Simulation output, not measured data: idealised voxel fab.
Title: Process Module voxel plated lines
The cross-section shown here is cut; it is 240 nm wide and divided into square cells measuring 5 nm on a side.
Reading order for cross-sections: top band down to bottom band. Underlying form: a grid of square cells. Band size: one or more rows of cells. The entry gives the band's vertical extent as a top height and a bottom height in nm, then its horizontal make-up as materials from left to right, each with a width in nm. "blank" stands for empty space; a single material marked "edge to edge" fills the band edge to edge. Basically, 0 is our baseline, since under it the wafer straight out of the box is all one material. The bottom band has no lower end and keeps on going down, so it looks like "0..down". Graded width ("30->40"): value in top row of band = first number; value in bottom row = second number; row-to-row change constant. For the purposes of this document, the phrase "no change occurred" attached to a step denotes that no cell within the cross-section was modified by that step. What "Closed cavities" gives you is every empty space of 8 cells or more that is cut off from the top. Each appears as width x height at distance, with the distance taken from the left edge and width, height and distance all in nm. Anything after a step's settings on that line? It's the simulator's own note about the step. overlay nm: where the mask lay relative to plan, measured to the right, on steps with a mask; negatives go left.

### The following list gives the planned process steps
1 RECEIVE with material Si
2 CONFORMAL_DEP with material SiO2, thk nm 5
3 DIRECTIONAL_DEP with material TiN, thk nm 5
4 PATTERN with tone open, mask id LINES, material resist, width nm 25, pitch nm 50, thk nm 25, overlay nm 0
5 EPI with material Ru, thk nm 5
6 EPI with material Ru, thk nm 10
7 STRIP with etch materials resist
8 DIRECTIONAL_ETCH with etch materials TiN, depth nm 5
9 CONFORMAL_DEP with material SiCN, thk nm 5

### First out of two wafers; run went to plan

### The cross-section here shows the wafer as received, i.e. in its state after step 1
  0..down  Si edge to edge
  Closed cavities: none

### The wafer in cross-section once step 2 is complete
  5..0  SiO2 edge to edge
  Under 0: no change, same as before.

### The wafer in cross-section once step 3 is complete
  10..5  TiN edge to edge
  Under 5: no change, same as before.

### The wafer in cross-section once step 4 is complete
  35..10  resist: 55 / blank: 25 / resist: 25 / blank: 25 / resist: 25 / blank: 25 / resist: 60
  Under 10: no change, same as before.

### The wafer in cross-section once step 5 is complete
  35..15  resist: 55 / blank: 25 / resist: 25 / blank: 25 / resist: 25 / blank: 25 / resist: 60
  15..10  resist: 55 / Ru: 25 / resist: 25 / Ru: 25 / resist: 25 / Ru: 25 / resist: 60
  Under 10: no change, same as before.

### The wafer in cross-section once step 6 is complete
  35..25  resist: 55 / blank: 25 / resist: 25 / blank: 25 / resist: 25 / blank: 25 / resist: 60
  25..10  resist: 55 / Ru: 25 / resist: 25 / Ru: 25 / resist: 25 / Ru: 25 / resist: 60
  Under 10: no change, same as before.

### The wafer in cross-section once step 7 is complete
  25..10  blank: 55 / Ru: 25 / blank: 25 / Ru: 25 / blank: 25 / Ru: 25 / blank: 60
  Under 10: no change, same as before.

### The wafer in cross-section once step 8 is complete
  25..10  blank: 55 / Ru: 25 / blank: 25 / Ru: 25 / blank: 25 / Ru: 25 / blank: 60
  10..5  blank: 55 / TiN: 25 / blank: 25 / TiN: 25 / blank: 25 / TiN: 25 / blank: 60
  Under 5: no change, same as before.

### The wafer in cross-section once step 9 is complete
  30..25  blank: 50 / SiCN: 35 / blank: 15 / SiCN: 35 / blank: 15 / SiCN: 35 / blank: 55
  25..10  blank: 50 / SiCN: 5 / Ru: 25 / SiCN: 5 / blank: 15 / SiCN: 5 / Ru: 25 / SiCN: 5 / blank: 15 / SiCN: 5 / Ru: 25 / SiCN: 5 / blank: 55
  10..5  SiCN: 55 / TiN: 25 / SiCN: 25 / TiN: 25 / SiCN: 25 / TiN: 25 / SiCN: 60
  Under 5: no change, same as before.

### Second wafer, same starting conditions and recipe as the first, one mistake in executing it, nothing differs from the first up to and including step 5

### Second wafer cross-section, taken as of the time the plan sets for step 6 to be done
  35..10  resist: 55 / Ru: 25 / resist: 25 / Ru: 25 / resist: 25 / Ru: 25 / resist: 60
  Under 10: no change, same as before.

### Second wafer cross-section, taken as of the time the plan sets for step 7 to be done
  35..10  blank: 55 / Ru: 25 / blank: 25 / Ru: 25 / blank: 25 / Ru: 25 / blank: 60
  Under 10: no change, same as before.

### Second wafer cross-section, taken as of the time the plan sets for step 8 to be done
  35..10  blank: 55 / Ru: 25 / blank: 25 / Ru: 25 / blank: 25 / Ru: 25 / blank: 60
  10..5  blank: 55 / TiN: 25 / blank: 25 / TiN: 25 / blank: 25 / TiN: 25 / blank: 60
  Under 5: no change, same as before.

### Second wafer cross-section, taken as of the time the plan sets for step 9 to be done
  40..35  blank: 50 / SiCN: 35 / blank: 15 / SiCN: 35 / blank: 15 / SiCN: 35 / blank: 55
  35..10  blank: 50 / SiCN: 5 / Ru: 25 / SiCN: 5 / blank: 15 / SiCN: 5 / Ru: 25 / SiCN: 5 / blank: 15 / SiCN: 5 / Ru: 25 / SiCN: 5 / blank: 55
  10..5  SiCN: 55 / TiN: 25 / SiCN: 25 / TiN: 25 / SiCN: 25 / TiN: 25 / SiCN: 60
  Under 5: no change, same as before.
Heads up, the wafer didn't run the way we planned it: step 6 in the plan was executed twice
The closing comparison, in cells, has the second wafer with more or fewer of some materials than the first: 30 more of Ru | 12 more of SiCN
